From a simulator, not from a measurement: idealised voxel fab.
Presented below is a process module, voxel local oxidation.
The figure presents cross-section cut, which has a width of 255 nm and is divided into square cells with an edge length of 5 nm.
Format of a cross-section: grid, square cells. Given as bands. Order: top down. Band: one or more rows of cells.
The entry gives the band's vertical extent as a top height and a bottom height in nm, then its horizontal make-up as materials from left to right, each with a width in nm. "blank" stands for empty space; a single material marked "edge to edge" fills the band edge to edge.
Measure heights from 0. That's the level where, below it, the as-received wafer is all one material. The lowest band is bottomless and extends downward; write it as in "0 -> down".
Top row gets the first number, bottom row gets the second, and each row in between changes by the same step: that is how a band width like "30..40" works.
"same as before" means the step left every cell of the cross-section as it was.
In "Internal closed voids" the enclosed voids are listed, meaning empty spaces of 8 cells or larger without any opening to the top. The form is width x height at distance, distance from the left edge, units nm.
What comes after the settings on a step's line is commentary from the simulator itself on that step.
overlay nm: step with mask; distance mask lay right of planned place; negative value = left of planned place.

# Listed below are the process steps as planned
1,RECEIVE | material Si
2,CONFORMAL_DEP | material SiO2 | thk nm 5
3,CONFORMAL_DEP | material SiN | thk nm 15
4,PATTERN | tone cover | mask id ACTIVE | material resist | width nm 95 | thk nm 20 | overlay nm 0
5,DIRECTIONAL_ETCH | etch materials SiN | depth nm 15
6,STRIP | etch materials resist
7,SELECTIVE_ETCH | etch materials SiO2 | depth nm 5
8,OXIDIZE | depth nm 10
9,STRIP | etch materials SiN

# Wafer, first of two, run as planned

# Cross-section: wafer on arrival = after step 1
- 0 -> down = Si edge to edge
- Internal closed voids: none

# Cross-section: wafer state after step 2
- 5 -> 0 = SiO2 edge to edge
- Whatever lies below 0 is exactly as it was before.

# Cross-section: wafer state after step 3
- 20 -> 5 = SiN edge to edge
- Whatever lies below 5 is exactly as it was before.

# Cross-section: wafer state after step 4
- 40 -> 20 = blank: 80; resist: 95; blank: 80
- Whatever lies below 20 is exactly as it was before.

# Cross-section: wafer state after step 5
- 40 -> 20 = blank: 80; resist: 95; blank: 80
- 20 -> 5 = blank: 80; SiN: 95; blank: 80
- Whatever lies below 5 is exactly as it was before.

# Cross-section: wafer state after step 6
- 20 -> 5 = blank: 80; SiN: 95; blank: 80
- Whatever lies below 5 is exactly as it was before.

# Cross-section: wafer state after step 7
- 20 -> 5 = blank: 80; SiN: 95; blank: 80
- 5 -> 0 = blank: 85; SiO2: 85; blank: 85
- Whatever lies below 0 is exactly as it was before.

# Cross-section: wafer state after step 8
- 20 -> 5 = blank: 80; SiN: 95; blank: 80
- 5 -> 0 = blank: 85; SiO2: 85; blank: 85
- 0 -> -10 = SiO2: 95; Si: 65; SiO2: 95
- Whatever lies below -10 is exactly as it was before.

# Cross-section: wafer state after step 9
- 5 -> 0 = blank: 85; SiO2: 85; blank: 85
- Whatever lies below 0 is exactly as it was before.

# The second wafer was prepared from the same starting point and under the same plan as the first; its processing contained one mistake, and it remains indistinguishable from the first wafer up to and including step 7

# Cross-section of the second wafer at the time by which step 8 should have been completed according to the plan
- 20 -> 5 = blank: 80; SiN: 95; blank: 80
- 5 -> 0 = blank: 85; SiO2: 85; blank: 85
- 0 -> -5 = SiO2: 90; Si: 75; SiO2: 90
- Whatever lies below -5 is exactly as it was before.

# Cross-section of the second wafer at the time by which step 9 should have been completed according to the plan
- 5 -> 0 = blank: 85; SiO2: 85; blank: 85
- Whatever lies below 0 is exactly as it was before.
Where did the run depart from the plan? rather than as planned, step 8 actually ran as OXIDIZE | depth nm 5
Final wafer comparison in cells, second versus first, more or fewer per material: Si +40, SiO2 -40
